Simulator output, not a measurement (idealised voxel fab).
Title: Process Module voxel fin reveal
It is cross-section cut that appears here, measuring 215 nm in width, its square cells being 5 nm in size.
Cross-section, as written here: a square-cell grid given band by band from the top down, where a band holds one or more rows of cells.
Each band's line starts with the height of the band's top and of its bottom, in nm. Then come its materials from left to right, each with its width in nm. One material with "full width" fills the band from edge to edge. "air" is empty space.
Ref level 0: as-received wafer is one material below here. Bottom band extends down with no lower bound ("0 and below").
With a width like "30->40", each row of cells in the band differs from the next by the same amount, the top row carrying the first number and the bottom row the second.
Any step labelled "no change occurred" changed none of the cells in the cross-section.
Entry "Entrapped voids". Content: empty spaces with no open connection to the top, size 8 cells or greater. Each: width x height at distance. Distance: from left edge. Unit: nm.
Formally, on a step line, whatever follows the settings is a remark that the simulator itself makes on the step.
"overlay nm" on a masked step: distance the mask lay right of its planned place, negative for left.

SO HERE'S THE LINEUP OF PROCESS STEPS WE PLANNED
1,RECEIVE,material Si
2,CONFORMAL_DEP,material SiN,thk nm 10
3,MASKED_ETCH,tone cover,mask id FINS,width nm 15,pitch nm 45,etch materials SiN,depth nm 10,overlay nm 0
4,MASKED_ETCH,tone cover,mask id FINS,width nm 15,pitch nm 45,etch materials Si,depth nm 30,overlay nm 0
5,OXIDIZE,depth nm 5
6,FILL_DEP,material SiO2,thk nm 15
7,CMP,height nm 10
8,SELECTIVE_ETCH,etch materials SiO2,depth nm 20
9,STRIP,etch materials SiN

CROSS-SECTION OF THE WAFER UPON ARRIVAL, REPRESENTING THE STATE REACHED AFTER STEP 1
	0 and below: Si full width
	Entrapped voids: none

THE CROSS-SECTION SHOWN CORRESPONDS TO THE WAFER AT THE CONCLUSION OF THE MODULE. THE INITIAL STRUCTURE AND THE PROCESS PLAN ARE THOSE PRESENTED ABOVE; HOWEVER, ONE MISTAKE OCCURRED IN EXECUTING THE PLAN
	0 down to -10: air 80; Si 5; air 40; Si 5; air 85
	-10 down to -65: SiO2 80; Si 5; SiO2 40; Si 5; SiO2 85
	-65 and below: Si full width
	Entrapped voids: none
The mistake made against the process plan was this: step 4 from the plan got run twice
